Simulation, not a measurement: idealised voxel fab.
Documented hereafter: the process module known as voxel self aligned contacts.
Section shown: cut. Width: 290 nm. Cell size: 5 nm, square.
A cross-section in this document is a grid of square cells, and it is written down as bands, the top band listed before the ones below it; a band is made up of one or more rows of cells.
Basically the band line says how high the top is and how high the bottom is, in nm, and then what's in it from left to right, every material with its width in nm. Empty space shows up as "empty", and if a single material carries "all across" it runs the full band edge to edge.
All heights in this document are referenced to 0, defined as the level beneath which the wafer, as received, consists entirely of one material. The lowest band is not bounded below; it extends indefinitely downward and is written in the form "z 0 and below".
Read "30..40" as a graded width: first number on top, second number at the bottom, same change between each pair of neighbouring rows.
It should be understood that the words "remained unchanged", when stated for a given step, signify that the cross-section underwent no change in any of its cells during that step.
Listed in "Trapped void list": every empty space of 8 or more cells without an open way to the top. Form: width x height at distance, the distance being from the left edge, all in nm.
Note: text after step settings on the step line = simulator remark on that step.
If you see "overlay nm" on a step's line and that step has a mask, it's telling you how far right of where it was planned the mask ended up; a negative number means it went left instead.

-- The steps planned for the process are as follows
| 1 | RECEIVE [material Si] |
| 2 | CONFORMAL_DEP [material SiO2] [thk nm 5] |
| 3 | DIRECTIONAL_DEP [material polySi] [thk nm 25] |
| 4 | DIRECTIONAL_DEP [material SiN] [thk nm 20] |
| 5 | DIRECTIONAL_DEP [material aC] [thk nm 10] |
| 6 | PATTERN [tone cover] [mask id GATE] [material resist] [width nm 35] [pitch nm 60] [thk nm 25] [overlay nm 0] |
| 7 | DIRECTIONAL_ETCH [etch materials aC] [depth nm 10] |
| 8 | STRIP [etch materials resist] |
| 9 | DIRECTIONAL_ETCH [etch materials SiN] [depth nm 20] |
| 10 | DIRECTIONAL_ETCH [etch materials polySi] [depth nm 25] |
| 11 | STRIP [etch materials aC] |
| 12 | CONFORMAL_DEP [material SiN] [thk nm 5] |
| 13 | DIRECTIONAL_ETCH [etch materials SiN] [depth nm 5] |
| 14 | FILL_DEP [material SiO2] [thk nm 10] |
| 15 | CMP [height nm 55] |
| 16 | MASKED_ETCH [tone open] [mask id CONTACT] [width nm 25] [etch materials SiO2] [depth nm 55] [overlay nm 0] |
| 17 | CONFORMAL_DEP [material TiN] [thk nm 5] |
| 18 | FILL_DEP [material W] [thk nm 5] |
| 19 | CMP [height nm 55] |
| 20 | CONFORMAL_DEP [material SiN] [thk nm 5] |
Be aware that, although all wafers share a common starting state, the width nm at step 16 differs among them, and the plan displays the first wafer's value.

-- Cut through the first of several wafers as received, post step 1
  z 0 and below  Si all across
  Trapped void list: none

-- Table: wafers, a row each; end-of-module cell change per material since receipt, gain (+), loss (-); then closed voids
width nm 25 | +150 SiN | +441 SiO2 | +25 TiN | +10 W | +70 polySi | Trapped void list: none
width nm 30 | +150 SiN | +440 SiO2 | +26 TiN | +10 W | +70 polySi | Trapped void list: none
width nm 35 | +150 SiN | +439 SiO2 | +27 TiN | +10 W | +70 polySi | Trapped void list: none
width nm 40 | +150 SiN | +438 SiO2 | +28 TiN | +10 W | +70 polySi | Trapped void list: none
width nm 45 | +150 SiN | +437 SiO2 | +29 TiN | +10 W | +70 polySi | Trapped void list: none
width nm 50 | +150 SiN | +436 SiO2 | +30 TiN | +10 W | +70 polySi | Trapped void list: none
